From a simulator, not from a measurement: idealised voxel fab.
The following process module bears the name voxel gate over fins.
In the cross-section labelled cut, the width is 270 nm and each square cell is 5 nm.
When this document writes out a cross-section, it uses a grid of square cells and lists it as bands, beginning at the top and moving down, with a band standing for one or more rows of cells.
Top, bottom (nm), then materials left to right with widths (nm); lone material tagged "throughout" fills the whole band edge to edge; "air" = empty space.
Below 0: as-received wafer, all one material; heights counted from there. Lowest band: no bottom, goes on down, written "0 nm and below".
Graded width ("30->40"): value in top row of band = first number; value in bottom row = second number; row-to-row change constant.
Basically "stayed the same" means that step didn't change any cell in the cross-section.
This entry, "Enclosed cavities", enumerates those empty regions of no fewer than 8 cells that possess no open connection to the top. Each region is reported in the form width x height at distance, the distance being taken from the left edge, with all three quantities expressed in nm.
That trailing text on a step's line, after the settings, is the simulator's own remark on the step.
Each step line may optionally specify "overlay nm", which for a step with a mask gives the rightward distance between the mask's planned place and where it lay, a negative value indicating the leftward direction.
### Process steps foreseen in the plan
1. op RECEIVE | material Si
2. op CONFORMAL_DEP | material SiN | thk nm 5
3. op MASKED_ETCH | tone cover | mask id FINS | width nm 15 | pitch nm 55 | etch materials SiN | depth nm 5 | overlay nm 0
4. op MASKED_ETCH | tone cover | mask id FINS | width nm 15 | pitch nm 55 | etch materials Si | depth nm 30 | overlay nm 0
5. op FILL_DEP | material SiO2 | thk nm 15
6. op CMP | height nm 5
7. op DIRECTIONAL_DEP | material aC | thk nm 15
8. op PATTERN | tone open | mask id RAIL | material resist | width nm 15 | thk nm 35 | overlay nm 0
9. op DIRECTIONAL_ETCH | etch materials aC | depth nm 15
10. op STRIP | etch materials resist
11. op DIRECTIONAL_ETCH | etch materials SiO2 | depth nm 30
12. op STRIP | etch materials aC
13. op CONFORMAL_DEP | material TiN | thk nm 5
14. op FILL_DEP | material Ru | thk nm 5
15. op CMP | height nm 5
16. op SELECTIVE_ETCH | etch materials W Ru TiN | depth nm 25
17. op FILL_DEP | material SiO2 | thk nm 5
18. op CMP | height nm 5
19. op SELECTIVE_ETCH | etch materials SiO2 | depth nm 20
20. op STRIP | etch materials SiN
21. op CONFORMAL_DEP | material HfO2 | thk nm 5
22. op CONFORMAL_DEP | material TiN | thk nm 5
23. op FILL_DEP | material W | thk nm 10
24. op CMP | height nm 15
25. op CONFORMAL_DEP | material SiN | thk nm 10
### Step 1 complete: cross-section of the wafer as received
    0 nm and below  Si throughout
    Enclosed cavities: none
### Cross-sectional image of the first of two wafers at the end of the module, the run having proceeded as planned
    25 nm to 15 nm  SiN throughout
    15 nm to 10 nm  W throughout
    10 nm to 5 nm  W 90 nm | TiN 35 nm | W 20 nm | TiN 35 nm | W 90 nm
    5 nm to 0 nm  W 90 nm | TiN 5 nm | HfO2 25 nm | TiN 5 nm | W 20 nm | TiN 5 nm | HfO2 25 nm | TiN 5 nm | W 90 nm
    0 nm to -5 nm  W 90 nm | TiN 5 nm | HfO2 5 nm | Si 15 nm | HfO2 5 nm | TiN 5 nm | W 20 nm | TiN 5 nm | HfO2 5 nm | Si 15 nm | HfO2 5 nm | TiN 5 nm | W 90 nm
    -5 nm to -10 nm  TiN 95 nm | HfO2 5 nm | Si 15 nm | HfO2 5 nm | TiN 30 nm | HfO2 5 nm | Si 15 nm | HfO2 5 nm | TiN 95 nm
    -10 nm to -15 nm  HfO2 100 nm | Si 15 nm | HfO2 40 nm | Si 15 nm | HfO2 100 nm
    -15 nm to -20 nm  SiO2 100 nm | Si 15 nm | SiO2 40 nm | Si 15 nm | SiO2 100 nm
    -20 nm to -25 nm  SiO2 100 nm | Si 15 nm | SiO2 10 nm | TiN 15 nm | SiO2 15 nm | Si 15 nm | SiO2 100 nm
    -25 nm to -30 nm  SiO2 100 nm | Si 15 nm | SiO2 40 nm | Si 15 nm | SiO2 100 nm
    -30 nm and below  Si throughout
    Enclosed cavities: none
### Cross-section, second wafer: same start as the first, same plan as the first, one mistake in running it; taken at the end of the module
    25 nm to 15 nm  SiN throughout
    15 nm to 10 nm  W throughout
    10 nm to 5 nm  W 90 nm | TiN 35 nm | W 20 nm | TiN 35 nm | W 90 nm
    5 nm to 0 nm  W 90 nm | TiN 5 nm | HfO2 25 nm | TiN 5 nm | W 20 nm | TiN 5 nm | HfO2 25 nm | TiN 5 nm | W 90 nm
    0 nm to -5 nm  W 90 nm | TiN 5 nm | HfO2 5 nm | Si 15 nm | HfO2 5 nm | TiN 5 nm | W 20 nm | TiN 5 nm | HfO2 5 nm | Si 15 nm | HfO2 5 nm | TiN 5 nm | W 90 nm
    -5 nm to -10 nm  TiN 95 nm | HfO2 5 nm | Si 15 nm | HfO2 5 nm | TiN 30 nm | HfO2 5 nm | Si 15 nm | HfO2 5 nm | TiN 95 nm
    -10 nm to -15 nm  HfO2 100 nm | Si 15 nm | HfO2 40 nm | Si 15 nm | HfO2 100 nm
    -15 nm to -20 nm  SiO2 100 nm | Si 15 nm | SiO2 40 nm | Si 15 nm | SiO2 100 nm
    -20 nm to -25 nm  SiO2 100 nm | Si 15 nm | SiO2 10 nm | TiN 15 nm | SiO2 15 nm | Si 15 nm | SiO2 100 nm
    -25 nm to -60 nm  SiO2 100 nm | Si 15 nm | SiO2 40 nm | Si 15 nm | SiO2 100 nm
    -60 nm and below  Si throughout
    Enclosed cavities: none
Run error: step 4 from the plan got run twice
Final comparison by cell count, materials where the second wafer has more or fewer than the first: -288 Si | +288 SiO2
